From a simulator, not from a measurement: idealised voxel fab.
Process module in this document: voxel self aligned vias
190 nm wide, 5 nm square cells: that's cross-section cut.
The cross-sections in this document take the form of a grid made of square cells. They are written out as bands, in order from top to bottom. Each band consists of one or more rows of cells.
Quick guide to a band line: top height, bottom height (nm) up front; then every material left to right with its width in nm. Only one material and it's marked "edge to edge"? Then it fills the band edge to edge. And "air" just means empty space.
For the purposes of this specification, 0 denotes the height below which the wafer in its as-received condition is composed wholly of one material, and the lowermost band, lacking a lower limit, extends downward without end, as expressed in "0 and below".
Width spec "30..40" -> top row of cells at first value, bottom row at second value, equal per-row change in between.
Basically "remains unaltered" means that step didn't change any cell in the cross-section.
The label "Enclosed void inventory" introduces a list of the empty spaces, 8 cells or larger, that have no open way up to the top; each entry in it reads width x height at distance, where the distance is taken from the left edge and all three are stated in nm.
Read whatever lies past the settings on a step's line as the simulator's own remark about the step.
For masked steps, "overlay nm" on the step line gives how far right of plan the mask actually lay; a minus sign means it lay to the left.

-- Process steps foreseen in the plan
1,RECEIVE (material Si)
2,CONFORMAL_DEP (material SiO2; thk nm 15)
3,CONFORMAL_DEP (material SiCN; thk nm 5)
4,DIRECTIONAL_DEP (material SiO2; thk nm 30)
5,DIRECTIONAL_DEP (material aC; thk nm 10)
6,PATTERN (tone open; mask id LINES; material resist; width nm 25; pitch nm 75; thk nm 30; overlay nm 0)
7,DIRECTIONAL_ETCH (etch materials aC; depth nm 10)
8,STRIP (etch materials resist)
9,DIRECTIONAL_ETCH (etch materials SiO2; depth nm 30)
10,STRIP (etch materials aC)
11,CONFORMAL_DEP (material TiN; thk nm 5)
12,FILL_DEP (material W; thk nm 10)
13,CMP (height nm 50)
14,SELECTIVE_ETCH (etch materials W Ru TiN; depth nm 5)
15,FILL_DEP (material SiN; thk nm 5)
16,CMP (height nm 50)
17,DIRECTIONAL_DEP (material SiO2; thk nm 20)
18,MASKED_ETCH (tone open; mask id VIAS; width nm 45; pitch nm 75; etch materials SiO2; depth nm 20; overlay nm 0)
19,MASKED_ETCH (tone open; mask id VIAS; width nm 45; pitch nm 75; etch materials SiN; depth nm 5; overlay nm 0)
20,CONFORMAL_DEP (material TiN; thk nm 5)
21,FILL_DEP (material W; thk nm 5)
22,CMP (height nm 70)
23,CONFORMAL_DEP (material SiCN; thk nm 5)

-- As received (post step 1): cross-section
> 0 and below: Si edge to edge
> Enclosed void inventory: none

-- Wafer cross-section at module end: first of two, run to plan
> 75 down to 70: SiCN edge to edge
> 70 down to 55: 35 SiO2  5 TiN  35 W  5 TiN  30 SiO2  5 TiN  35 W  5 TiN  35 SiO2
> 55 down to 50: 35 SiO2  15 TiN  15 W  15 TiN  30 SiO2  15 TiN  15 W  15 TiN  35 SiO2
> 50 down to 45: 45 SiO2  25 TiN  50 SiO2  25 TiN  45 SiO2
> 45 down to 25: 45 SiO2  5 TiN  15 W  5 TiN  50 SiO2  5 TiN  15 W  5 TiN  45 SiO2
> 25 down to 20: 45 SiO2  25 TiN  50 SiO2  25 TiN  45 SiO2
> 20 down to 15: SiCN edge to edge
> 15 down to 0: SiO2 edge to edge
> 0 and below: Si edge to edge
> Enclosed void inventory: none

-- What the second wafer looks like in cross-section once the module is done. Its start and its plan matched the first wafer's exactly; what differed was one mistake in how it was run
> 75 down to 70: SiCN edge to edge
> 70 down to 50: 35 SiO2  5 TiN  35 W  5 TiN  30 SiO2  5 TiN  35 W  5 TiN  35 SiO2
> 50 down to 45: 35 SiN  45 TiN  30 SiN  45 TiN  35 SiN
> 45 down to 40: 45 SiO2  25 SiN  50 SiO2  25 SiN  45 SiO2
> 40 down to 25: 45 SiO2  5 TiN  15 W  5 TiN  50 SiO2  5 TiN  15 W  5 TiN  45 SiO2
> 25 down to 20: 45 SiO2  25 TiN  50 SiO2  25 TiN  45 SiO2
> 20 down to 15: SiCN edge to edge
> 15 down to 0: SiO2 edge to edge
> 0 and below: Si edge to edge
> Enclosed void inventory: none
Deviation noted in wafer processing: not per plan at step 13, really ran CMP (height nm 45)
Per the end-of-run cell counts, the second wafer holds more or fewer of some materials than the first: 30 more of SiN | 28 fewer of SiO2 | 4 fewer of TiN | 2 more of W
